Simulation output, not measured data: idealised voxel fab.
process module | voxel capacitor over wiring
cross-section cut | 170 nm wide | cells 5 nm
A cross-section is a grid of square cells, given in bands from the top down. A band is one or more rows of cells.
Each band's line starts with the height of the band's top and of its bottom, in nm. Then come its materials from left to right, each with its width in nm. One material with "throughout" fills the band from edge to edge. "air" is empty space.
Height 0 is the level under which the wafer as received is all one material. The lowest band goes on downwards, as in "0 down".
A width such as "30 to 40" changes by the same amount from each row of cells to the next, from the band's top row to its bottom row.
"no change" after a step means that no cell of the cross-section changed.
closed voids: empty space of 8 cells or more with no open way to the top, each as width x height at its distance from the left edge, in nm
after a step's settings: what the simulator itself notes on the step
overlay nm, on a step with a mask: how far to the right of its planned place the mask lay; to the left if negative
plan
1 op RECEIVE | material Si
2 op CONFORMAL_DEP | material SiO2 | thk nm 10
3 op DIRECTIONAL_DEP | material TiN | thk nm 5
4 op DIRECTIONAL_DEP | material Ru | thk nm 15
5 op PATTERN | tone cover | mask id METAL_1 | material resist | width nm 25 | pitch nm 85 | thk nm 15 | overlay nm 0
6 op DIRECTIONAL_ETCH | etch materials Ru | depth nm 15
7 op DIRECTIONAL_ETCH | etch materials TiN | depth nm 5
8 op STRIP | etch materials resist
9 op FILL_DEP | material lowk | thk nm 10
10 op CMP | height nm 30
11 op CONFORMAL_DEP | material SiCN | thk nm 5
12 op DIRECTIONAL_DEP | material lowk | thk nm 10
13 op PATTERN | tone open | mask id PLUG_1 | material resist | width nm 15 | thk nm 15 | overlay nm 0
14 op DIRECTIONAL_ETCH | etch materials lowk | depth nm 10
15 op DIRECTIONAL_ETCH | etch materials SiCN | depth nm 5
16 op STRIP | etch materials resist
17 op EPI | material Ru | thk nm 10
18 op EPI | material Ru | thk nm 5
19 op DIRECTIONAL_DEP | material TiN | thk nm 10
20 op DIRECTIONAL_DEP | material Al2O3 | thk nm 5
21 op DIRECTIONAL_DEP | material TiN | thk nm 5
22 op MASKED_ETCH | tone cover | mask id UPPER_PLATE | width nm 65 | etch materials TiN | depth nm 5 | overlay nm 0
23 op MASKED_ETCH | tone cover | mask id UPPER_PLATE | width nm 65 | etch materials Al2O3 | depth nm 5 | overlay nm 0
24 op DIRECTIONAL_DEP | material aC | thk nm 15
25 op PATTERN | tone cover | mask id LOWER_PLATE | material resist | width nm 75 | thk nm 35 | overlay nm 0
26 op DIRECTIONAL_ETCH | etch materials aC | depth nm 15
27 op STRIP | etch materials resist
28 op DIRECTIONAL_ETCH | etch materials TiN | depth nm 10
29 op STRIP | etch materials aC
30 op FILL_DEP | material SiO2 | thk nm 20
31 op CMP | height nm 80
32 op DIRECTIONAL_DEP | material aC | thk nm 15
33 op PATTERN | tone open | mask id PLUG_2 | material resist | width nm 15 | thk nm 30 | overlay nm 0
34 op DIRECTIONAL_ETCH | etch materials aC | depth nm 15
35 op STRIP | etch materials resist
36 op DIRECTIONAL_ETCH | etch materials SiO2 | depth nm 15
37 op STRIP | etch materials aC
38 op CONFORMAL_DEP | material TiN | thk nm 5
39 op FILL_DEP | material Cu | thk nm 5
40 op CMP | height nm 80
41 op CONFORMAL_DEP | material SiN | thk nm 5
as received, after step 1
  0 down: Si throughout
  closed voids: none
a wafer at the end: this start, this plan, one mistake
  85 to 80: SiN throughout
  80 to 70: SiO2 50 to 40 | TiN 15 to 25 | SiO2 105
  70 to 65: SiO2 40 | Al2O3 25 | SiO2 105
  65 to 60: SiO2 35 | TiN 70 | SiO2 65
  60 to 55: SiO2 35 | TiN 30 | Al2O3 40 | SiO2 65
  55 to 45: SiO2 30 | Ru 35 | TiN 45 | SiO2 60
  45 to 35: lowk 40 | Ru 15 | lowk 115
  35 to 30: SiCN 40 | Ru 15 | SiCN 115
  30 to 15: lowk 30 | Ru 25 | lowk 60 | Ru 25 | lowk 30
  15 to 10: lowk 30 | TiN 25 | lowk 60 | TiN 25 | lowk 30
  10 to 0: SiO2 throughout
  0 down: Si throughout
  closed voids: none
what went wrong: step 17 was run twice
